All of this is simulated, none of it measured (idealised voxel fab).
Process module in this document: voxel air gaps
Cross-sectional view cut (width: 170 nm; square cell size: 5 nm).
A cross-section is written here as square cells arranged in a grid, and it is given in bands from the top down, each band taking up one or more rows of cells. Read a band's entry like this: the first values are the height of its top and the height of its bottom in nm, and what follows is the sequence of materials from left to right, each with its width in nm. Note that "air" is empty space, and that a single material marked "all across" reaches across the band from edge to edge. For the purposes of this specification, 0 denotes the height below which the wafer in its as-received condition is composed wholly of one material, and the lowermost band, lacking a lower limit, extends downward without end, as expressed in "top 0, no bottom". Top row gets the first number, bottom row gets the second, and each row in between changes by the same step: that is how a band width like "30 to 40" works. Reading "remains unaltered" for a step: not a cell of the cross-section changed in it. Listed in "Closed void roster": every empty space of 8 or more cells without an open way to the top. Form: width x height at distance, the distance being from the left edge, all in nm. after a step's settings: what the simulator itself notes on the step. What "overlay nm" on a step's line means: if the step has a mask, that mask lay this far to the right of its planned place, or, when the value is negative, to the left.
[Set out below are the planned steps of the process]
1. RECEIVE with material Si
2. CONFORMAL_DEP with material SiO2, thk nm 15
3. CONFORMAL_DEP with material SiCN, thk nm 5
4. DIRECTIONAL_DEP with material lowk, thk nm 30
5. MASKED_ETCH with tone open, mask id LINES, width nm 15, pitch nm 45, etch materials lowk, depth nm 30, overlay nm 0
6. CONFORMAL_DEP with material TiN, thk nm 5
7. FILL_DEP with material Cu, thk nm 10
8. CMP with height nm 50
9. EPI with material Ru, thk nm 10
10. SELECTIVE_ETCH with etch materials lowk, depth nm 40
11. CONFORMAL_DEP with material SiCN, thk nm 5
[The cross-section here shows the wafer as received, i.e. in its state after step 1]
top 0, no bottom = Si all across
Closed void roster: none
[The first of the two wafers as seen in cross-section once the module was finished; processing followed the plan]
top 65, bottom 60 = air=15 / SiCN=135 / air=20
top 60, bottom 50 = air=15 / SiCN=5 / Ru=35 / SiCN=10 / Ru=35 / SiCN=10 / Ru=35 / SiCN=5 / air=20
top 50, bottom 45 = air=15 / SiCN=15 / TiN=5 / Cu=5 / TiN=5 / SiCN=30 / TiN=5 / Cu=5 / TiN=5 / SiCN=30 / TiN=5 / Cu=5 / TiN=5 / SiCN=15 / air=20
top 45, bottom 25 = air=25 / SiCN=5 / TiN=5 / Cu=5 / TiN=5 / SiCN=5 / air=20 / SiCN=5 / TiN=5 / Cu=5 / TiN=5 / SiCN=5 / air=20 / SiCN=5 / TiN=5 / Cu=5 / TiN=5 / SiCN=5 / air=30
top 25, bottom 20 = SiCN=30 / TiN=15 / SiCN=30 / TiN=15 / SiCN=30 / TiN=15 / SiCN=35
top 20, bottom 15 = SiCN all across
top 15, bottom 0 = SiO2 all across
top 0, no bottom = Si all across
Closed void roster: 20 x 20 at 50; 20 x 20 at 95
[So this is wafer number two of the two, cut at the end of the module - it started where the first did and had the same plan, we just got one thing wrong running it]
top 75, bottom 60 = air=5 / SiCN=155 / air=10
top 60, bottom 50 = air=5 / SiCN=15 / Ru=35 / SiCN=10 / Ru=35 / SiCN=10 / Ru=35 / SiCN=15 / air=10
top 50, bottom 45 = air=5 / SiCN=25 / TiN=5 / Cu=5 / TiN=5 / SiCN=30 / TiN=5 / Cu=5 / TiN=5 / SiCN=30 / TiN=5 / Cu=5 / TiN=5 / SiCN=25 / air=10
top 45, bottom 35 = air=5 / SiCN=25 / TiN=5 / Cu=5 / TiN=5 / SiCN=5 / air=20 / SiCN=5 / TiN=5 / Cu=5 / TiN=5 / SiCN=5 / air=20 / SiCN=5 / TiN=5 / Cu=5 / TiN=5 / SiCN=25 / air=10
top 35, bottom 25 = SiCN=30 / TiN=5 / Cu=5 / TiN=5 / SiCN=5 / air=20 / SiCN=5 / TiN=5 / Cu=5 / TiN=5 / SiCN=5 / air=20 / SiCN=5 / TiN=5 / Cu=5 / TiN=5 / SiCN=35
top 25, bottom 20 = SiCN=30 / TiN=15 / SiCN=30 / TiN=15 / SiCN=30 / TiN=15 / SiCN=35
top 20, bottom 15 = SiCN all across
top 15, bottom 0 = SiO2 all across
top 0, no bottom = Si all across
Closed void roster: 20 x 20 at 50; 20 x 20 at 95
In executing the process, a mistake was made relative to the plan: step 11 was run on a setting that differed from the plan, and what really ran there is CONFORMAL_DEP with material SiCN, thk nm 15
The closing comparison, in cells, has the second wafer with more or fewer of some materials than the first: SiCN: 116 more
